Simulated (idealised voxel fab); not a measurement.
Name of the process module below: voxel self aligned vias
Xsec cut, 140 nm wide, square cell size 5 nm.
Bands, listed from the top down, are how a cross-section gets written in this document; the cross-section itself is a grid of square cells, and a band is one or more rows of them.
What a band's entry tells you: where the top is and where the bottom is, as heights in nm, and after that what lies inside, material by material from left to right, each with its width in nm. Empty space is written as the word "blank", and a single material marked with the word "all across" occupies the band from edge to edge.
Height reference: 0 = level under which incoming wafer is all one material. Lowest band: no bottom, runs on downward, e.g. "0 down".
A width given as "30 to 40" starts at the first number in the band's top row and ends at the second number in its bottom row, shifting by an equal amount at every step from row to row.
Any step labelled "everything unchanged" changed none of the cells in the cross-section.
"Enclosed voids": sealed empty spaces, 8 cells or more, no open way to top, listed width x height at distance, with distance from the left edge and width, height and distance in nm.
It should be noted that, on the line of a given step, the content following the step's settings is a remark produced by the simulator itself with respect to that step.
overlay nm: mask right of planned place by this much (step with mask). Neg. = left.
The planned process steps are enumerated hereunder
1 RECEIVE,material Si
2 CONFORMAL_DEP,material SiO2,thk nm 15
3 CONFORMAL_DEP,material SiCN,thk nm 5
4 DIRECTIONAL_DEP,material SiO2,thk nm 20
5 MASKED_ETCH,tone open,mask id LINES,width nm 25,pitch nm 50,etch materials SiO2,depth nm 20,overlay nm 0
6 CONFORMAL_DEP,material TiN,thk nm 5
7 FILL_DEP,material W,thk nm 10
8 CMP,height nm 40
9 SELECTIVE_ETCH,etch materials W Ru TiN,depth nm 10
10 FILL_DEP,material SiN,thk nm 5
11 CMP,height nm 40
12 DIRECTIONAL_DEP,material SiO2,thk nm 15
13 PATTERN,tone open,mask id VIAS,material resist,width nm 35,thk nm 20,overlay nm 0
14 DIRECTIONAL_ETCH,etch materials SiO2,depth nm 15
15 DIRECTIONAL_ETCH,etch materials SiN,depth nm 10
16 STRIP,etch materials resist
17 CONFORMAL_DEP,material TiN,thk nm 5
18 FILL_DEP,material Cu,thk nm 10
19 CMP,height nm 55
20 CONFORMAL_DEP,material SiN,thk nm 5
Delivered wafer in cross-section: state after step 1
* 0 down | Si all across
* Enclosed voids: none
Cross-section at module end, one run error; start and plan unchanged from above
* 60 to 55 | SiN all across
* 55 to 45 | 25 nm SiO2, 5 nm TiN, 25 nm Cu, 5 nm TiN, 80 nm SiO2
* 45 to 40 | 25 nm SiO2, 5 nm TiN, 10 nm Cu, 20 nm TiN, 80 nm SiO2
* 40 to 35 | 20 nm SiO2, 5 nm SiN, 5 nm TiN, 10 nm Cu, 5 nm TiN, 25 nm SiO2, 25 nm SiN, 45 nm SiO2
* 35 to 30 | 20 nm SiO2, 5 nm SiN, 20 nm TiN, 25 nm SiO2, 25 nm SiN, 45 nm SiO2
* 30 to 25 | 20 nm SiO2, 5 nm TiN, 15 nm W, 5 nm TiN, 25 nm SiO2, 5 nm TiN, 15 nm W, 5 nm TiN, 45 nm SiO2
* 25 to 20 | 20 nm SiO2, 25 nm TiN, 25 nm SiO2, 25 nm TiN, 45 nm SiO2
* 20 to 15 | SiCN all across
* 15 to 0 | SiO2 all across
* 0 down | Si all across
* Enclosed voids: none
Short version of what went wrong: for step 5, the planned setting was not used; the step was instead run as MASKED_ETCH,tone open,mask id LINES,width nm 25,pitch nm 50,etch materials SiO2,depth nm 20,overlay nm -10
